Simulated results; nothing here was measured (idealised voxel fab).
Documented hereafter: the process module known as voxel spacer lines.
Section cut is 295 nm wide and gridded with 5 nm square cells.
Cross-section format: a grid of square cells, given as bands from top to bottom; each band is one or more rows of cells. What a band's entry tells you: where the top is and where the bottom is, as heights in nm, and after that what lies inside, material by material from left to right, each with its width in nm. Empty space is written as the word "blank", and a single material marked with the word "throughout" occupies the band from edge to edge. For the purposes of this specification, 0 denotes the height below which the wafer in its as-received condition is composed wholly of one material, and the lowermost band, lacking a lower limit, extends downward without end, as expressed in "0 and below". The notation "30 to 40" denotes a width that varies across the rows of cells in the band, beginning at the first number in the top row, finishing at the second number in the bottom row, and changing by an identical amount from each row to the next. "nothing was modified" after a step means that no cell of the cross-section changed. "Cavities, sealed" - sealed voids, min. 8 cells, no opening to top; format: width x height at distance (distance from left edge; nm throughout). It should be noted that, on the line of a given step, the content following the step's settings is a remark produced by the simulator itself with respect to that step. On any step carrying a mask, the "overlay nm" setting, if present on the step's line, tells how far right of its planned place the mask lay; negative values point to the left.
**These are the steps we planned for the process**
1) RECEIVE with material Si
2) CONFORMAL_DEP with material Al2O3, thk nm 5
3) DIRECTIONAL_DEP with material W, thk nm 15
4) DIRECTIONAL_DEP with material aC, thk nm 20
5) PATTERN with tone cover, mask id MANDREL, material resist, width nm 20, pitch nm 60, thk nm 25, overlay nm 0
6) DIRECTIONAL_ETCH with etch materials aC, depth nm 20
7) STRIP with etch materials resist
8) CONFORMAL_DEP with material SiN, thk nm 10
9) DIRECTIONAL_ETCH with etch materials SiN, depth nm 10
10) STRIP with etch materials aC
11) DIRECTIONAL_ETCH with etch materials W, depth nm 15
12) STRIP with etch materials SiN
13) FILL_DEP with material lowk, thk nm 5
14) CMP with height nm 20
**Here's what the wafer looked like in cross-section when it arrived - that's after step 1**
* 0 and below: Si throughout
* Cavities, sealed: none
**End-of-module XS, first of two wafers, run as planned**
* 20 down to 5: lowk (65), then W (10), then lowk (20), then W (10), then lowk (20), then W (10), then lowk (20), then W (10), then lowk (20), then W (10), then lowk (20), then W (10), then lowk (70)
* 5 down to 0: Al2O3 throughout
* 0 and below: Si throughout
* Cavities, sealed: none
**Wafer two cross-section, module end. Start and plan unchanged from wafer one; one mistake made during the run**
* 15 down to 5: lowk (65), then W (10), then lowk (20), then W (10), then lowk (20), then W (10), then lowk (20), then W (10), then lowk (20), then W (10), then lowk (20), then W (10), then lowk (70)
* 5 down to 0: Al2O3 throughout
* 0 and below: Si throughout
* Cavities, sealed: none
Misprocessing identified: off-plan run, step 14, actual operation and settings CMP with height nm 15
The second wafer ends with more or fewer cells of some materials than the first, per final count: -12 W | -47 lowk
